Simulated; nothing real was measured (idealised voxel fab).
The process module that follows is named voxel tone inversion.
For reference, the cross-section in this document is cut, with width 280 nm and square cells of 5 nm.
Heads up, the way a cross-section reads in here is a grid of square cells, handed over as bands from the top down, with every band being one or more rows of cells.
Each band's line starts with the height of the band's top and of its bottom, in nm. Then come its materials from left to right, each with its width in nm. One material with "everywhere" fills the band from edge to edge. "empty" is empty space.
All heights in this document are referenced to 0, defined as the level beneath which the wafer, as received, consists entirely of one material. The lowest band is not bounded below; it extends indefinitely downward and is written in the form "0 and below".
A two-number width, for instance "30 to 40", indicates that the width is equal to the first number in the top row of the band and to the second number in the bottom row, and that it changes by a constant amount per row of cells.
Reading "nothing altered" for a step: not a cell of the cross-section changed in it.
Heads up: "Enclosed cavity list" only lists the empty pockets with no open path to the top that are 8 cells or more, and it writes them as width x height at distance, distance from the left edge, in nm.
Formally, on a step line, whatever follows the settings is a remark that the simulator itself makes on the step.
overlay nm: step with mask; distance mask lay right of planned place; negative value = left of planned place.

Set out below are the planned steps of the process:
1,RECEIVE with material Si
2,CONFORMAL_DEP with material SiN, thk nm 10
3,DIRECTIONAL_DEP with material aC, thk nm 20
4,PATTERN with tone cover, mask id POSTS, material resist, width nm 25, pitch nm 40, thk nm 25, overlay nm 0
5,DIRECTIONAL_ETCH with etch materials aC, depth nm 20
6,STRIP with etch materials resist
7,FILL_DEP with material lowk, thk nm 5
8,CMP with height nm 30
9,STRIP with etch materials aC
10,CONFORMAL_DEP with material TiN, thk nm 5
11,FILL_DEP with material Ru, thk nm 5
12,CMP with height nm 30
13,CONFORMAL_DEP with material SiN, thk nm 5

Cross-section of the incoming wafer, state after step 1:
    0 and below: Si everywhere
    Enclosed cavity list: none

Post-module cross-section of the first of two wafers (run per plan):
    35 down to 30: SiN everywhere
    30 down to 15: lowk 85 nm | TiN 5 nm | Ru 15 nm | TiN 5 nm | lowk 15 nm | TiN 5 nm | Ru 15 nm | TiN 5 nm | lowk 15 nm | TiN 5 nm | Ru 15 nm | TiN 5 nm | lowk 90 nm
    15 down to 10: lowk 85 nm | TiN 25 nm | lowk 15 nm | TiN 25 nm | lowk 15 nm | TiN 25 nm | lowk 90 nm
    10 down to 0: SiN everywhere
    0 and below: Si everywhere
    Enclosed cavity list: none

The second wafer, shown in cross-section after the module: started the same way as the first and given the same plan, yet one mistake crept into how it was run:
    35 down to 30: SiN everywhere
    30 down to 15: TiN 90 nm | Ru 15 nm | TiN 25 nm | Ru 15 nm | TiN 25 nm | Ru 15 nm | TiN 95 nm
    15 down to 10: TiN everywhere
    10 down to 0: SiN everywhere
    0 and below: Si everywhere
    Enclosed cavity list: none
Against the plan, the run slipped here: it should be noted that step 7 was executed with settings other than those planned, the operation and settings actually applied being FILL_DEP with material TiN, thk nm 5
Materials where the second wafer ends with more or fewer cells than the first: TiN: 164 more, lowk: 164 fewer
